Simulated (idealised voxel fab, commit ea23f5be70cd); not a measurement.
This is a process module. Its name is voxel trench capacitor.
Square cell edge 5 nm, section width 200 nm, ID cut.
Cross-section layout: square cells on a grid; listed as bands, top to bottom; a band spans one or more cell rows. Band: top height; bottom height; in nm. Then, left to right: material with width in nm, for each material. "throughout": a single material spanning edge to edge. "air": empty space. Heads up on the height convention: 0 is the point under which the incoming wafer is all one material, and the lowest band has no bottom, it just keeps going down, like "0 nm and below". Per-row width for "30..40": begins at first number (top row of band), ends at second number (bottom row), increment between rows held constant. "no modification", as given for a step, is the statement that not any cell of the cross-section underwent a change during that step. Entry "Internal closed voids" = empty spaces >= 8 cells with no open way to the top; each as width x height at distance, distance from left edge, all nm. after a step's settings: what the simulator itself notes on the step. Each step line may optionally specify "overlay nm", which for a step with a mask gives the rightward distance between the mask's planned place and where it lay, a negative value indicating the leftward direction.

Process steps - plan
1,RECEIVE | material Si
2,CONFORMAL_DEP | material SiN | thk nm 5
3,DIRECTIONAL_DEP | material aC | thk nm 10
4,PATTERN | tone open | mask id TRENCH | material resist | width nm 25 | pitch nm 55 | thk nm 30 | overlay nm 0
5,DIRECTIONAL_ETCH | etch materials aC | depth nm 10
6,STRIP | etch materials resist
7,DIRECTIONAL_ETCH | etch materials SiN | depth nm 5
8,DIRECTIONAL_ETCH | etch materials Si | depth nm 35
9,STRIP | etch materials aC
10,CONFORMAL_DEP | material Al2O3 | thk nm 5
11,FILL_DEP | material polySi | thk nm 5
12,CMP | height nm 5

Cross-section of the incoming wafer, state after step 1
> 0 nm and below | Si throughout
> Internal closed voids: none

Module complete, cross-section. Starting point and plan per above. One mistake made in running the module
> 5 nm to 0 nm | SiN (65) / Al2O3 (5) / polySi (10) / Al2O3 (5) / SiN (35) / Al2O3 (5) / polySi (10) / Al2O3 (5) / SiN (60)
> 0 nm to -30 nm | Si (65) / Al2O3 (5) / polySi (10) / Al2O3 (5) / Si (35) / Al2O3 (5) / polySi (10) / Al2O3 (5) / Si (60)
> -30 nm to -35 nm | Si (65) / Al2O3 (20) / Si (35) / Al2O3 (20) / Si (60)
> -35 nm and below | Si throughout
> Internal closed voids: none
Error vs. plan: step 4 went in with a setting other than planned; the actual run was PATTERN | tone open | mask id TRENCH | material resist | width nm 20 | pitch nm 55 | thk nm 30 | overlay nm 0
